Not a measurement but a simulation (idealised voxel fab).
Process module name: voxel trench capacitor
In the cross-section labelled cut, the width is 275 nm and each square cell is 5 nm.
Each cross-section below is a grid of square cells, stated as bands in top-down order, with one or more rows of cells making up each band. In this notation a band is specified by the heights of its top and bottom, in that order and in nm, after which its materials appear from left to right, each paired with its width in nm. The word "all across" attached to a single material means that material fills the band from edge to edge; the word "air" stands for empty space. Height is counted from the level 0, under which the received wafer is composed throughout of one material. The lowest of the bands is not closed at the bottom but continues downward, in the notation "0 nm and below". The width entry "30..40" should be interpreted row by row: the top row of cells in the band takes the first number, the bottom row takes the second number, and the change between adjacent rows is uniform throughout. Where the words "changes: none" appear for a step, the cross-section shows no cell changed by that step; every cell remained as before. Basically, "Completely enclosed voids" tells you about the enclosed voids: empty spaces with no open way to the top, 8 cells or bigger, each written width x height at distance, where distance is from the left edge, all in nm. Formally, on a step line, whatever follows the settings is a remark that the simulator itself makes on the step. overlay nm: step with mask; distance mask lay right of planned place; negative value = left of planned place.

SO HERE'S THE LINEUP OF PROCESS STEPS WE PLANNED
1) RECEIVE,material Si
2) CONFORMAL_DEP,material SiN,thk nm 10
3) PATTERN,tone open,mask id TRENCH,material resist,width nm 25,pitch nm 40,thk nm 15,overlay nm 0
4) DIRECTIONAL_ETCH,etch materials SiN,depth nm 10
5) DIRECTIONAL_ETCH,etch materials Si,depth nm 40
6) STRIP,etch materials resist
7) CONFORMAL_DEP,material Al2O3,thk nm 5
8) CONFORMAL_DEP,material TiN,thk nm 5
9) FILL_DEP,material W,thk nm 10
10) CMP,height nm 10

INCOMING WAFER, CROSS-SECTIONAL VIEW, POST STEP 1
* 0 nm and below  Si all across
* Completely enclosed voids: none

END STATE OF THE MODULE IN CROSS-SECTION, GIVEN THE ABOVE STARTING POINT AND PLAN AND ONE MISTAKE IN EXECUTION
* 10 nm to 5 nm  90 of Al2O3 / 5 of TiN / 5 of W / 5 of TiN / 25 of Al2O3 / 5 of TiN / 5 of W / 5 of TiN / 25 of Al2O3 / 5 of TiN / 5 of W / 5 of TiN / 90 of Al2O3
* 5 nm to 0 nm  85 of SiN / 5 of Al2O3 / 5 of TiN / 5 of W / 5 of TiN / 5 of Al2O3 / 15 of SiN / 5 of Al2O3 / 5 of TiN / 5 of W / 5 of TiN / 5 of Al2O3 / 15 of SiN / 5 of Al2O3 / 5 of TiN / 5 of W / 5 of TiN / 5 of Al2O3 / 85 of SiN
* 0 nm to -30 nm  85 of Si / 5 of Al2O3 / 5 of TiN / 5 of W / 5 of TiN / 5 of Al2O3 / 15 of Si / 5 of Al2O3 / 5 of TiN / 5 of W / 5 of TiN / 5 of Al2O3 / 15 of Si / 5 of Al2O3 / 5 of TiN / 5 of W / 5 of TiN / 5 of Al2O3 / 85 of Si
* -30 nm to -35 nm  85 of Si / 5 of Al2O3 / 15 of TiN / 5 of Al2O3 / 15 of Si / 5 of Al2O3 / 15 of TiN / 5 of Al2O3 / 15 of Si / 5 of Al2O3 / 15 of TiN / 5 of Al2O3 / 85 of Si
* -35 nm to -40 nm  85 of Si / 25 of Al2O3 / 15 of Si / 25 of Al2O3 / 15 of Si / 25 of Al2O3 / 85 of Si
* -40 nm and below  Si all across
* Completely enclosed voids: none
The plan and the run diverged here: not per plan at step 2, really ran CONFORMAL_DEP,material SiN,thk nm 5
